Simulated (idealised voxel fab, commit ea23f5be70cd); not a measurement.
voxel quadruple lines: a process module
We display cut, a cross-section 170 nm in width whose square cells are each 5 nm.
Cross-section, as written here: a square-cell grid given band by band from the top down, where a band holds one or more rows of cells.
Top, bottom (nm), then materials left to right with widths (nm); lone material tagged "edge to edge" fills the whole band edge to edge; "air" = empty space.
Beneath 0, the wafer as received is one material, and that level is where height counting begins. The lowest band goes on downward without a bottom; it is written like "top 0, no bottom".
Graded width ("30..40"): value in top row of band = first number; value in bottom row = second number; row-to-row change constant.
The cross-section has no changed cell in any step marked "no modifications".
Each empty space that has no open way to the top and spans at least 8 cells appears under "Enclosed internal cavities" as width x height at distance, the distance counted from the left edge, all in nm.
Anything after a step's settings on that line? It's the simulator's own note about the step.
overlay nm: right-of-plan distance of the mask on a masked step; negative values mean left-of-plan.
### Process steps foreseen in the plan
1) RECEIVE (material Si)
2) CONFORMAL_DEP (material SiO2; thk nm 10)
3) DIRECTIONAL_DEP (material TiN; thk nm 15)
4) DIRECTIONAL_DEP (material polySi; thk nm 20)
5) DIRECTIONAL_DEP (material aC; thk nm 25)
6) PATTERN (tone cover; mask id MANDREL; material resist; width nm 35; thk nm 35; overlay nm 0)
7) DIRECTIONAL_ETCH (etch materials aC; depth nm 25)
8) STRIP (etch materials resist)
9) CONFORMAL_DEP (material SiO2; thk nm 15)
10) DIRECTIONAL_ETCH (etch materials SiO2; depth nm 15)
11) STRIP (etch materials aC)
12) DIRECTIONAL_ETCH (etch materials polySi; depth nm 20)
13) STRIP (etch materials SiO2)
14) CONFORMAL_DEP (material SiCN; thk nm 10)
15) DIRECTIONAL_ETCH (etch materials SiCN; depth nm 10)
16) STRIP (etch materials polySi)
17) DIRECTIONAL_ETCH (etch materials TiN; depth nm 15)
18) STRIP (etch materials SiCN)
19) FILL_DEP (material SiO2; thk nm 10)
20) CMP (height nm 25)
### The cross-section here shows the wafer as received, i.e. in its state after step 1
* top 0, no bottom: Si edge to edge
* Enclosed internal cavities: none
### The first of the two wafers as seen in cross-section once the module was finished; processing followed the plan
* top 25, bottom 10: SiO2 40 nm, then TiN 10 nm, then SiO2 15 nm, then TiN 10 nm, then SiO2 15 nm, then TiN 10 nm, then SiO2 15 nm, then TiN 10 nm, then SiO2 45 nm
* top 10, bottom 0: SiO2 edge to edge
* top 0, no bottom: Si edge to edge
* Enclosed internal cavities: none
### Wafer two, sectioned after the module: the first wafer's start, the first wafer's plan, and one mistake in how it was run
* top 25, bottom 10: SiO2 55 nm, then TiN 10 nm, then SiO2 15 nm, then TiN 5 nm, then SiO2 15 nm, then TiN 10 nm, then SiO2 60 nm
* top 10, bottom 0: SiO2 edge to edge
* top 0, no bottom: Si edge to edge
* Enclosed internal cavities: none
What broke from the plan during processing? step 6 ran differently from the plan; actual operation with settings: PATTERN (tone open; mask id MANDREL; material resist; width nm 35; thk nm 35; overlay nm 0)
The second wafer ends with more or fewer cells of some materials than the first, per final count: +9 SiO2; -9 TiN
